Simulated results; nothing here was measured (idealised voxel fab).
The process module presented herein is designated voxel gate over fins.
FYI the section here is cut, 205 nm wide, cells are 5 nm squares.
Cross-section layout: square cells on a grid; listed as bands, top to bottom; a band spans one or more cell rows.
In this notation a band is specified by the heights of its top and bottom, in that order and in nm, after which its materials appear from left to right, each paired with its width in nm. The word "all across" attached to a single material means that material fills the band from edge to edge; the word "air" stands for empty space.
It should be noted that heights are counted from 0, beneath which the wafer as supplied is of one material throughout, and that the lowest band possesses no lower boundary but continues downward, as written in "from 0 down".
Width "30 to 40": first value at the band's top row of cells, second value at its bottom row, equal change from row to row.
For the purposes of this document, the phrase "same as before" attached to a step denotes that no cell within the cross-section was modified by that step.
The entry titled "Enclosed void entries" provides the empty spaces that have no open way to the top, restricted to those of 8 cells or more. Each is presented as width x height at distance, the distance being measured from the left edge, with all three in nm.
Past the settings on a step's line: simulator remark, on that step.
overlay nm: for a step with a mask, the amount by which the mask lay right of where it was planned; a negative amount means left of it.

### plan
| 1 | RECEIVE with material Si |
| 2 | CONFORMAL_DEP with material SiN, thk nm 5 |
| 3 | MASKED_ETCH with tone cover, mask id FINS, width nm 15, pitch nm 40, etch materials SiN, depth nm 5, overlay nm 0 |
| 4 | MASKED_ETCH with tone cover, mask id FINS, width nm 15, pitch nm 40, etch materials Si, depth nm 40, overlay nm 0 |
| 5 | OXIDIZE with depth nm 5 |
| 6 | FILL_DEP with material SiO2, thk nm 5 |
| 7 | CMP with height nm 5 |
| 8 | SELECTIVE_ETCH with etch materials SiO2, depth nm 15 |
| 9 | STRIP with etch materials SiN |
| 10 | CONFORMAL_DEP with material HfO2, thk nm 5 |
| 11 | CONFORMAL_DEP with material TiN, thk nm 5 |
| 12 | FILL_DEP with material W, thk nm 15 |
| 13 | CMP with height nm 20 |
| 14 | CONFORMAL_DEP with material SiCN, thk nm 10 |
Quick note for whoever runs this: the wafers start identical, but the width nm at step 3 isn't the same across them. The plan just shows what the first wafer had.

### First of several wafers (as received, post step 1), cross-sectional view
> from 0 down: Si all across
> Enclosed void entries: none

### Quick key for the table: a row per wafer, taken at the end of the module. For each material it tells you how many cells the wafer gained (+) or lost (-) since it came in, and the closed voids come after
width nm 15, +49 HfO2, -351 Si, +82 SiCN, +273 SiO2, +49 TiN, +144 W, Enclosed void entries: none
width nm 20, +49 HfO2, -333 Si, +82 SiCN, +259 SiO2, +49 TiN, +140 W, Enclosed void entries: none
width nm 25, +49 HfO2, -315 Si, +82 SiCN, +245 SiO2, +49 TiN, +136 W, Enclosed void entries: none
